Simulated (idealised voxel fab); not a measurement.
The following process module bears the name voxel capacitor over wiring.
Xsec cut, 235 nm wide, square cell size 5 nm.
A cross-section is a grid of square cells, given in bands from the top down. A band is one or more rows of cells. What a band's entry tells you: where the top is and where the bottom is, as heights in nm, and after that what lies inside, material by material from left to right, each with its width in nm. Empty space is written as the word "air", and a single material marked with the word "everywhere" occupies the band from edge to edge. Heights are reckoned from 0. Under this level, the received wafer is all of one material. The bottommost band is open-ended downward, for example "z 0 and below". The expression "30..40" gives the width at the extremes of the band, the first number at its top row of cells and the second at its bottom row, with the width changing by equal amounts from each row to the next in between. "no change" -> step changed no cross-section cell. The list in "Enclosed void list" covers empty spaces of 8 cells or more that cannot reach the top through any open way, and it gives each as width x height at distance; the distance is from the left edge, and width, height and distance are in nm. What comes after the settings on a step's line is commentary from the simulator itself on that step. overlay nm: mask offset rightward from planned place, masked step; negative means leftward offset.
## The planned process steps are enumerated hereunder
| 1 | RECEIVE,material Si |
| 2 | CONFORMAL_DEP,material SiO2,thk nm 15 |
| 3 | CONFORMAL_DEP,material SiN,thk nm 5 |
| 4 | DIRECTIONAL_DEP,material SiO2,thk nm 15 |
| 5 | DIRECTIONAL_DEP,material aC,thk nm 10 |
| 6 | PATTERN,tone open,mask id METAL_1,material resist,width nm 25,pitch nm 90,thk nm 30,overlay nm 0 |
| 7 | DIRECTIONAL_ETCH,etch materials aC,depth nm 10 |
| 8 | STRIP,etch materials resist |
| 9 | DIRECTIONAL_ETCH,etch materials SiO2,depth nm 15 |
| 10 | DIRECTIONAL_ETCH,etch materials SiN,depth nm 5 |
| 11 | STRIP,etch materials aC |
| 12 | CONFORMAL_DEP,material TiN,thk nm 5 |
| 13 | FILL_DEP,material Cu,thk nm 5 |
| 14 | CMP,height nm 35 |
| 15 | EPI,material Ru,thk nm 5 |
| 16 | FILL_DEP,material SiCN,thk nm 5 |
| 17 | DIRECTIONAL_DEP,material lowk,thk nm 15 |
| 18 | DIRECTIONAL_DEP,material aC,thk nm 10 |
| 19 | PATTERN,tone open,mask id PLUG_1,material resist,width nm 15,thk nm 30,overlay nm 0 |
| 20 | DIRECTIONAL_ETCH,etch materials aC,depth nm 10 |
| 21 | STRIP,etch materials resist |
| 22 | DIRECTIONAL_ETCH,etch materials lowk,depth nm 15 |
| 23 | DIRECTIONAL_ETCH,etch materials SiCN,depth nm 5 |
| 24 | STRIP,etch materials aC |
| 25 | EPI,material Ru,thk nm 10 |
| 26 | EPI,material Ru,thk nm 10 |
| 27 | DIRECTIONAL_DEP,material TiN,thk nm 5 |
| 28 | DIRECTIONAL_DEP,material Al2O3,thk nm 5 |
| 29 | DIRECTIONAL_DEP,material TiN,thk nm 10 |
| 30 | MASKED_ETCH,tone cover,mask id UPPER_PLATE,width nm 70,etch materials TiN,depth nm 10,overlay nm 0 |
| 31 | MASKED_ETCH,tone cover,mask id UPPER_PLATE,width nm 70,etch materials Al2O3,depth nm 5,overlay nm 0 |
| 32 | DIRECTIONAL_DEP,material aC,thk nm 15 |
| 33 | PATTERN,tone cover,mask id LOWER_PLATE,material resist,width nm 80,thk nm 35,overlay nm 0 |
| 34 | DIRECTIONAL_ETCH,etch materials aC,depth nm 15 |
| 35 | STRIP,etch materials resist |
| 36 | DIRECTIONAL_ETCH,etch materials TiN,depth nm 5 |
| 37 | STRIP,etch materials aC |
| 38 | FILL_DEP,material SiO2,thk nm 15 |
| 39 | CMP,height nm 90 |
| 40 | DIRECTIONAL_DEP,material aC,thk nm 15 |
| 41 | PATTERN,tone open,mask id PLUG_2,material resist,width nm 15,thk nm 35,overlay nm 0 |
| 42 | DIRECTIONAL_ETCH,etch materials aC,depth nm 15 |
| 43 | STRIP,etch materials resist |
| 44 | DIRECTIONAL_ETCH,etch materials SiO2,depth nm 10 |
| 45 | STRIP,etch materials aC |
| 46 | CONFORMAL_DEP,material TiN,thk nm 5 |
| 47 | FILL_DEP,material Ru,thk nm 5 |
| 48 | CMP,height nm 90 |
| 49 | CONFORMAL_DEP,material SiCN,thk nm 5 |
## The following pertains to the first of two wafers, which was processed as planned
## As-received state of the wafer in cross-section, equivalent to post-step 1
z 0 and below  Si everywhere
Enclosed void list: none
## You're looking at a cross-section of the wafer after step 2
z 15 to 0  SiO2 everywhere
All layers under 0 are left as they were.
## You're looking at a cross-section of the wafer after step 3
z 20 to 15  SiN everywhere
All layers under 15 are left as they were.
## You're looking at a cross-section of the wafer after step 4
z 35 to 20  SiO2 everywhere
All layers under 20 are left as they were.
## You're looking at a cross-section of the wafer after step 5
z 45 to 35  aC everywhere
All layers under 35 are left as they were.
## You're looking at a cross-section of the wafer after step 6
z 75 to 45  60 nm resist; 25 nm air; 65 nm resist; 25 nm air; 60 nm resist
All layers under 45 are left as they were.
## You're looking at a cross-section of the wafer after step 7
z 65 to 45  60 nm resist; 25 nm air; 65 nm resist; 25 nm air; 60 nm resist
z 45 to 35  60 nm aC; 25 nm air; 65 nm aC; 25 nm air; 60 nm aC
All layers under 35 are left as they were.
## You're looking at a cross-section of the wafer after step 8
z 45 to 35  60 nm aC; 25 nm air; 65 nm aC; 25 nm air; 60 nm aC
All layers under 35 are left as they were.
## You're looking at a cross-section of the wafer after step 9
z 45 to 35  60 nm aC; 25 nm air; 65 nm aC; 25 nm air; 60 nm aC
z 35 to 20  60 nm SiO2; 25 nm air; 65 nm SiO2; 25 nm air; 60 nm SiO2
All layers under 20 are left as they were.
## You're looking at a cross-section of the wafer after step 10
z 45 to 35  60 nm aC; 25 nm air; 65 nm aC; 25 nm air; 60 nm aC
z 35 to 20  60 nm SiO2; 25 nm air; 65 nm SiO2; 25 nm air; 60 nm SiO2
z 20 to 15  60 nm SiN; 25 nm air; 65 nm SiN; 25 nm air; 60 nm SiN
All layers under 15 are left as they were.
## You're looking at a cross-section of the wafer after step 11
z 35 to 20  60 nm SiO2; 25 nm air; 65 nm SiO2; 25 nm air; 60 nm SiO2
All layers under 20 are left as they were.
## You're looking at a cross-section of the wafer after step 12
z 40 to 35  65 nm TiN; 15 nm air; 75 nm TiN; 15 nm air; 65 nm TiN
z 35 to 20  60 nm SiO2; 5 nm TiN; 15 nm air; 5 nm TiN; 65 nm SiO2; 5 nm TiN; 15 nm air; 5 nm TiN; 60 nm SiO2
z 20 to 15  60 nm SiN; 25 nm TiN; 65 nm SiN; 25 nm TiN; 60 nm SiN
All layers under 15 are left as they were.
## You're looking at a cross-section of the wafer after step 13
z 45 to 40  Cu everywhere
z 40 to 35  65 nm TiN; 15 nm Cu; 75 nm TiN; 15 nm Cu; 65 nm TiN
z 35 to 20  60 nm SiO2; 5 nm TiN; 15 nm Cu; 5 nm TiN; 65 nm SiO2; 5 nm TiN; 15 nm Cu; 5 nm TiN; 60 nm SiO2
All layers under 20 are left as they were.
## You're looking at a cross-section of the wafer after step 14
z 35 to 20  60 nm SiO2; 5 nm TiN; 15 nm Cu; 5 nm TiN; 65 nm SiO2; 5 nm TiN; 15 nm Cu; 5 nm TiN; 60 nm SiO2
All layers under 20 are left as they were.
## You're looking at a cross-section of the wafer after step 15
z 40 to 35  55 nm air; 35 nm Ru; 55 nm air; 35 nm Ru; 55 nm air
All layers under 35 are left as they were.
## You're looking at a cross-section of the wafer after step 16
z 45 to 40  SiCN everywhere
z 40 to 35  55 nm SiCN; 35 nm Ru; 55 nm SiCN; 35 nm Ru; 55 nm SiCN
All layers under 35 are left as they were.
## You're looking at a cross-section of the wafer after step 17
z 60 to 45  lowk everywhere
All layers under 45 are left as they were.
## You're looking at a cross-section of the wafer after step 18
z 70 to 60  aC everywhere
All layers under 60 are left as they were.
## You're looking at a cross-section of the wafer after step 19
z 100 to 70  70 nm resist; 15 nm air; 150 nm resist
All layers under 70 are left as they were.
## You're looking at a cross-section of the wafer after step 20
z 90 to 70  70 nm resist; 15 nm air; 150 nm resist
z 70 to 60  70 nm aC; 15 nm air; 150 nm aC
All layers under 60 are left as they were.
## You're looking at a cross-section of the wafer after step 21
z 70 to 60  70 nm aC; 15 nm air; 150 nm aC
All layers under 60 are left as they were.
## You're looking at a cross-section of the wafer after step 22
z 70 to 60  70 nm aC; 15 nm air; 150 nm aC
z 60 to 45  70 nm lowk; 15 nm air; 150 nm lowk
All layers under 45 are left as they were.
## You're looking at a cross-section of the wafer after step 23
z 70 to 60  70 nm aC; 15 nm air; 150 nm aC
z 60 to 45  70 nm lowk; 15 nm air; 150 nm lowk
z 45 to 40  70 nm SiCN; 15 nm air; 150 nm SiCN
All layers under 40 are left as they were.
## You're looking at a cross-section of the wafer after step 24
z 60 to 45  70 nm lowk; 15 nm air; 150 nm lowk
All layers under 45 are left as they were.
## You're looking at a cross-section of the wafer after step 25
z 60 to 50  70 nm lowk; 15 nm air; 150 nm lowk
z 50 to 45  70 nm lowk; 15 nm Ru; 150 nm lowk
z 45 to 40  70 nm SiCN; 15 nm Ru; 150 nm SiCN
All layers under 40 are left as they were.
## You're looking at a cross-section of the wafer after step 26
z 60 to 45  70 nm lowk; 15 nm Ru; 150 nm lowk
All layers under 45 are left as they were.
## You're looking at a cross-section of the wafer after step 27
z 65 to 60  TiN everywhere
All layers under 60 are left as they were.
## You're looking at a cross-section of the wafer after step 28
z 70 to 65  Al2O3 everywhere
All layers under 65 are left as they were.
## You're looking at a cross-section of the wafer after step 29
z 80 to 70  TiN everywhere
All layers under 70 are left as they were.
## You're looking at a cross-section of the wafer after step 30
z 80 to 70  70 nm air; 70 nm TiN; 95 nm air
All layers under 70 are left as they were.
## You're looking at a cross-section of the wafer after step 31
z 80 to 70  70 nm air; 70 nm TiN; 95 nm air
z 70 to 65  70 nm air; 70 nm Al2O3; 95 nm air
All layers under 65 are left as they were.
## You're looking at a cross-section of the wafer after step 32
z 95 to 80  70 nm air; 70 nm aC; 95 nm air
z 80 to 70  70 nm aC; 70 nm TiN; 95 nm aC
z 70 to 65  70 nm aC; 70 nm Al2O3; 95 nm aC
All layers under 65 are left as they were.
## You're looking at a cross-section of the wafer after step 33
z 130 to 95  65 nm air; 80 nm resist; 90 nm air
z 95 to 80  65 nm air; 5 nm resist; 70 nm aC; 5 nm resist; 90 nm air
All layers under 80 are left as they were.
## You're looking at a cross-section of the wafer after step 34
z 115 to 95  65 nm air; 80 nm resist; 90 nm air
z 95 to 80  65 nm air; 5 nm resist; 70 nm aC; 5 nm resist; 90 nm air
z 80 to 70  65 nm air; 5 nm aC; 70 nm TiN; 5 nm aC; 90 nm air
z 70 to 65  65 nm air; 5 nm aC; 70 nm Al2O3; 5 nm aC; 90 nm air
All layers under 65 are left as they were.
## You're looking at a cross-section of the wafer after step 35
z 95 to 80  70 nm air; 70 nm aC; 95 nm air
All layers under 80 are left as they were.
## You're looking at a cross-section of the wafer after step 36
z 95 to 80  70 nm air; 70 nm aC; 95 nm air
z 80 to 70  65 nm air; 5 nm aC; 70 nm TiN; 5 nm aC; 90 nm air
z 70 to 65  65 nm air; 5 nm aC; 70 nm Al2O3; 5 nm aC; 90 nm air
z 65 to 60  65 nm air; 80 nm TiN; 90 nm air
All layers under 60 are left as they were.
## You're looking at a cross-section of the wafer after step 37
z 80 to 70  70 nm air; 70 nm TiN; 95 nm air
z 70 to 65  70 nm air; 70 nm Al2O3; 95 nm air
All layers under 65 are left as they were.
## You're looking at a cross-section of the wafer after step 38
z 95 to 80  SiO2 everywhere
z 80 to 70  70 nm SiO2; 70 nm TiN; 95 nm SiO2
z 70 to 65  70 nm SiO2; 70 nm Al2O3; 95 nm SiO2
z 65 to 60  65 nm SiO2; 80 nm TiN; 90 nm SiO2
All layers under 60 are left as they were.
## You're looking at a cross-section of the wafer after step 39
z 90 to 80  SiO2 everywhere
All layers under 80 are left as they were.
## You're looking at a cross-section of the wafer after step 40
z 105 to 90  aC everywhere
All layers under 90 are left as they were.
## You're looking at a cross-section of the wafer after step 41
z 140 to 105  80 nm resist; 15 nm air; 140 nm resist
All layers under 105 are left as they were.
## You're looking at a cross-section of the wafer after step 42
z 125 to 105  80 nm resist; 15 nm air; 140 nm resist
z 105 to 90  80 nm aC; 15 nm air; 140 nm aC
All layers under 90 are left as they were.
## You're looking at a cross-section of the wafer after step 43
z 105 to 90  80 nm aC; 15 nm air; 140 nm aC
All layers under 90 are left as they were.
## You're looking at a cross-section of the wafer after step 44
z 105 to 90  80 nm aC; 15 nm air; 140 nm aC
z 90 to 80  80 nm SiO2; 15 nm air; 140 nm SiO2
All layers under 80 are left as they were.
## You're looking at a cross-section of the wafer after step 45
z 90 to 80  80 nm SiO2; 15 nm air; 140 nm SiO2
All layers under 80 are left as they were.
## You're looking at a cross-section of the wafer after step 46
z 95 to 90  85 nm TiN; 5 nm air; 145 nm TiN
z 90 to 85  80 nm SiO2; 5 nm TiN; 5 nm air; 5 nm TiN; 140 nm SiO2
z 85 to 80  80 nm SiO2; 15 nm TiN; 140 nm SiO2
All layers under 80 are left as they were.
## You're looking at a cross-section of the wafer after step 47
z 100 to 95  Ru everywhere
z 95 to 90  85 nm TiN; 5 nm Ru; 145 nm TiN
z 90 to 85  80 nm SiO2; 5 nm TiN; 5 nm Ru; 5 nm TiN; 140 nm SiO2
All layers under 85 are left as they were.
## You're looking at a cross-section of the wafer after step 48
z 90 to 85  80 nm SiO2; 5 nm TiN; 5 nm Ru; 5 nm TiN; 140 nm SiO2
All layers under 85 are left as they were.
## You're looking at a cross-section of the wafer after step 49
z 95 to 90  SiCN everywhere
All layers under 90 are left as they were.
## Second wafer, same starting state and plan as the first, one mistake in the run, identical through step 5
## Second wafer at the planned finish of step 6, seen in cross-section
z 75 to 45  60 nm air; 25 nm resist; 65 nm air; 25 nm resist; 60 nm air
All layers under 45 are left as they were.
## Second wafer at the planned finish of step 7, seen in cross-section
z 65 to 45  60 nm air; 25 nm resist; 65 nm air; 25 nm resist; 60 nm air
z 45 to 35  60 nm air; 25 nm aC; 65 nm air; 25 nm aC; 60 nm air
All layers under 35 are left as they were.
## Second wafer at the planned finish of step 8, seen in cross-section
z 45 to 35  60 nm air; 25 nm aC; 65 nm air; 25 nm aC; 60 nm air
All layers under 35 are left as they were.
## Second wafer at the planned finish of step 9, seen in cross-section
z 45 to 35  60 nm air; 25 nm aC; 65 nm air; 25 nm aC; 60 nm air
z 35 to 20  60 nm air; 25 nm SiO2; 65 nm air; 25 nm SiO2; 60 nm air
All layers under 20 are left as they were.
## Second wafer at the planned finish of step 10, seen in cross-section
z 45 to 35  60 nm air; 25 nm aC; 65 nm air; 25 nm aC; 60 nm air
z 35 to 20  60 nm air; 25 nm SiO2; 65 nm air; 25 nm SiO2; 60 nm air
z 20 to 15  60 nm air; 25 nm SiN; 65 nm air; 25 nm SiN; 60 nm air
All layers under 15 are left as they were.
## Second wafer at the planned finish of step 11, seen in cross-section
z 35 to 20  60 nm air; 25 nm SiO2; 65 nm air; 25 nm SiO2; 60 nm air
All layers under 20 are left as they were.
## Second wafer at the planned finish of step 12, seen in cross-section
z 40 to 35  55 nm air; 35 nm TiN; 55 nm air; 35 nm TiN; 55 nm air
z 35 to 20  55 nm air; 5 nm TiN; 25 nm SiO2; 5 nm TiN; 55 nm air; 5 nm TiN; 25 nm SiO2; 5 nm TiN; 55 nm air
z 20 to 15  60 nm TiN; 25 nm SiN; 65 nm TiN; 25 nm SiN; 60 nm TiN
All layers under 15 are left as they were.
## Second wafer at the planned finish of step 13, seen in cross-section
z 45 to 40  Cu everywhere
z 40 to 35  55 nm Cu; 35 nm TiN; 55 nm Cu; 35 nm TiN; 55 nm Cu
z 35 to 20  55 nm Cu; 5 nm TiN; 25 nm SiO2; 5 nm TiN; 55 nm Cu; 5 nm TiN; 25 nm SiO2; 5 nm TiN; 55 nm Cu
All layers under 20 are left as they were.
## Second wafer at the planned finish of step 14, seen in cross-section
z 35 to 20  55 nm Cu; 5 nm TiN; 25 nm SiO2; 5 nm TiN; 55 nm Cu; 5 nm TiN; 25 nm SiO2; 5 nm TiN; 55 nm Cu
All layers under 20 are left as they were.
## Second wafer at the planned finish of step 15, seen in cross-section
z 40 to 35  65 nm Ru; 15 nm air; 75 nm Ru; 15 nm air; 65 nm Ru
All layers under 35 are left as they were.
## Second wafer at the planned finish of step 16, seen in cross-section
z 45 to 40  SiCN everywhere
z 40 to 35  65 nm Ru; 15 nm SiCN; 75 nm Ru; 15 nm SiCN; 65 nm Ru
All layers under 35 are left as they were.
## Second wafer at the planned finish of step 17, seen in cross-section
z 60 to 45  lowk everywhere
All layers under 45 are left as they were.
## Second wafer at the planned finish of step 18, seen in cross-section
z 70 to 60  aC everywhere
All layers under 60 are left as they were.
## Second wafer at the planned finish of step 19, seen in cross-section
z 100 to 70  70 nm resist; 15 nm air; 150 nm resist
All layers under 70 are left as they were.
## Second wafer at the planned finish of step 20, seen in cross-section
z 90 to 70  70 nm resist; 15 nm air; 150 nm resist
z 70 to 60  70 nm aC; 15 nm air; 150 nm aC
All layers under 60 are left as they were.
## Second wafer at the planned finish of step 21, seen in cross-section
z 70 to 60  70 nm aC; 15 nm air; 150 nm aC
All layers under 60 are left as they were.
## Second wafer at the planned finish of step 22, seen in cross-section
z 70 to 60  70 nm aC; 15 nm air; 150 nm aC
z 60 to 45  70 nm lowk; 15 nm air; 150 nm lowk
All layers under 45 are left as they were.
## Second wafer at the planned finish of step 23, seen in cross-section
z 70 to 60  70 nm aC; 15 nm air; 150 nm aC
z 60 to 45  70 nm lowk; 15 nm air; 150 nm lowk
z 45 to 40  70 nm SiCN; 15 nm air; 150 nm SiCN
All layers under 40 are left as they were.
## Second wafer at the planned finish of step 24, seen in cross-section
z 60 to 45  70 nm lowk; 15 nm air; 150 nm lowk
All layers under 45 are left as they were.
## Second wafer at the planned finish of step 25, seen in cross-section
z 60 to 50  70 nm lowk; 15 nm air; 150 nm lowk
z 50 to 45  70 nm lowk; 15 nm Ru; 150 nm lowk
z 45 to 40  70 nm SiCN; 15 nm Ru; 150 nm SiCN
All layers under 40 are left as they were.
## Second wafer at the planned finish of step 26, seen in cross-section
z 60 to 45  70 nm lowk; 15 nm Ru; 150 nm lowk
All layers under 45 are left as they were.
## Second wafer at the planned finish of step 27, seen in cross-section
z 65 to 60  TiN everywhere
All layers under 60 are left as they were.
## Second wafer at the planned finish of step 28, seen in cross-section
z 70 to 65  Al2O3 everywhere
All layers under 65 are left as they were.
## Second wafer at the planned finish of step 29, seen in cross-section
z 80 to 70  TiN everywhere
All layers under 70 are left as they were.
## Second wafer at the planned finish of step 30, seen in cross-section
z 80 to 70  70 nm air; 70 nm TiN; 95 nm air
All layers under 70 are left as they were.
## Second wafer at the planned finish of step 31, seen in cross-section
z 80 to 70  70 nm air; 70 nm TiN; 95 nm air
z 70 to 65  70 nm air; 70 nm Al2O3; 95 nm air
All layers under 65 are left as they were.
## Second wafer at the planned finish of step 32, seen in cross-section
z 95 to 80  70 nm air; 70 nm aC; 95 nm air
z 80 to 70  70 nm aC; 70 nm TiN; 95 nm aC
z 70 to 65  70 nm aC; 70 nm Al2O3; 95 nm aC
All layers under 65 are left as they were.
## Second wafer at the planned finish of step 33, seen in cross-section
z 130 to 95  65 nm air; 80 nm resist; 90 nm air
z 95 to 80  65 nm air; 5 nm resist; 70 nm aC; 5 nm resist; 90 nm air
All layers under 80 are left as they were.
## Second wafer at the planned finish of step 34, seen in cross-section
z 115 to 95  65 nm air; 80 nm resist; 90 nm air
z 95 to 80  65 nm air; 5 nm resist; 70 nm aC; 5 nm resist; 90 nm air
z 80 to 70  65 nm air; 5 nm aC; 70 nm TiN; 5 nm aC; 90 nm air
z 70 to 65  65 nm air; 5 nm aC; 70 nm Al2O3; 5 nm aC; 90 nm air
All layers under 65 are left as they were.
## Second wafer at the planned finish of step 35, seen in cross-section
z 95 to 80  70 nm air; 70 nm aC; 95 nm air
All layers under 80 are left as they were.
## Second wafer at the planned finish of step 36, seen in cross-section
z 95 to 80  70 nm air; 70 nm aC; 95 nm air
z 80 to 70  65 nm air; 5 nm aC; 70 nm TiN; 5 nm aC; 90 nm air
z 70 to 65  65 nm air; 5 nm aC; 70 nm Al2O3; 5 nm aC; 90 nm air
z 65 to 60  65 nm air; 80 nm TiN; 90 nm air
All layers under 60 are left as they were.
## Second wafer at the planned finish of step 37, seen in cross-section
z 80 to 70  70 nm air; 70 nm TiN; 95 nm air
z 70 to 65  70 nm air; 70 nm Al2O3; 95 nm air
All layers under 65 are left as they were.
## Second wafer at the planned finish of step 38, seen in cross-section
z 95 to 80  SiO2 everywhere
z 80 to 70  70 nm SiO2; 70 nm TiN; 95 nm SiO2
z 70 to 65  70 nm SiO2; 70 nm Al2O3; 95 nm SiO2
z 65 to 60  65 nm SiO2; 80 nm TiN; 90 nm SiO2
All layers under 60 are left as they were.
## Second wafer at the planned finish of step 39, seen in cross-section
z 90 to 80  SiO2 everywhere
All layers under 80 are left as they were.
## Second wafer at the planned finish of step 40, seen in cross-section
z 105 to 90  aC everywhere
All layers under 90 are left as they were.
## Second wafer at the planned finish of step 41, seen in cross-section
z 140 to 105  80 nm resist; 15 nm air; 140 nm resist
All layers under 105 are left as they were.
## Second wafer at the planned finish of step 42, seen in cross-section
z 125 to 105  80 nm resist; 15 nm air; 140 nm resist
z 105 to 90  80 nm aC; 15 nm air; 140 nm aC
All layers under 90 are left as they were.
## Second wafer at the planned finish of step 43, seen in cross-section
z 105 to 90  80 nm aC; 15 nm air; 140 nm aC
All layers under 90 are left as they were.
## Second wafer at the planned finish of step 44, seen in cross-section
z 105 to 90  80 nm aC; 15 nm air; 140 nm aC
z 90 to 80  80 nm SiO2; 15 nm air; 140 nm SiO2
All layers under 80 are left as they were.
## Second wafer at the planned finish of step 45, seen in cross-section
z 90 to 80  80 nm SiO2; 15 nm air; 140 nm SiO2
All layers under 80 are left as they were.
## Second wafer at the planned finish of step 46, seen in cross-section
z 95 to 90  85 nm TiN; 5 nm air; 145 nm TiN
z 90 to 85  80 nm SiO2; 5 nm TiN; 5 nm air; 5 nm TiN; 140 nm SiO2
z 85 to 80  80 nm SiO2; 15 nm TiN; 140 nm SiO2
All layers under 80 are left as they were.
## Second wafer at the planned finish of step 47, seen in cross-section
z 100 to 95  Ru everywhere
z 95 to 90  85 nm TiN; 5 nm Ru; 145 nm TiN
z 90 to 85  80 nm SiO2; 5 nm TiN; 5 nm Ru; 5 nm TiN; 140 nm SiO2
All layers under 85 are left as they were.
## Second wafer at the planned finish of step 48, seen in cross-section
z 90 to 85  80 nm SiO2; 5 nm TiN; 5 nm Ru; 5 nm TiN; 140 nm SiO2
All layers under 85 are left as they were.
## Second wafer at the planned finish of step 49, seen in cross-section
z 95 to 90  SiCN everywhere
All layers under 90 are left as they were.
Short version of what went wrong: step 6 ran differently from the plan; actual operation with settings: PATTERN,tone cover,mask id METAL_1,material resist,width nm 25,pitch nm 90,thk nm 30,overlay nm 0
Cell-count delta at end, second wafer over first, by material: Cu +81, Ru +27, SiCN -27, SiN -27, SiO2 -81, TiN +27
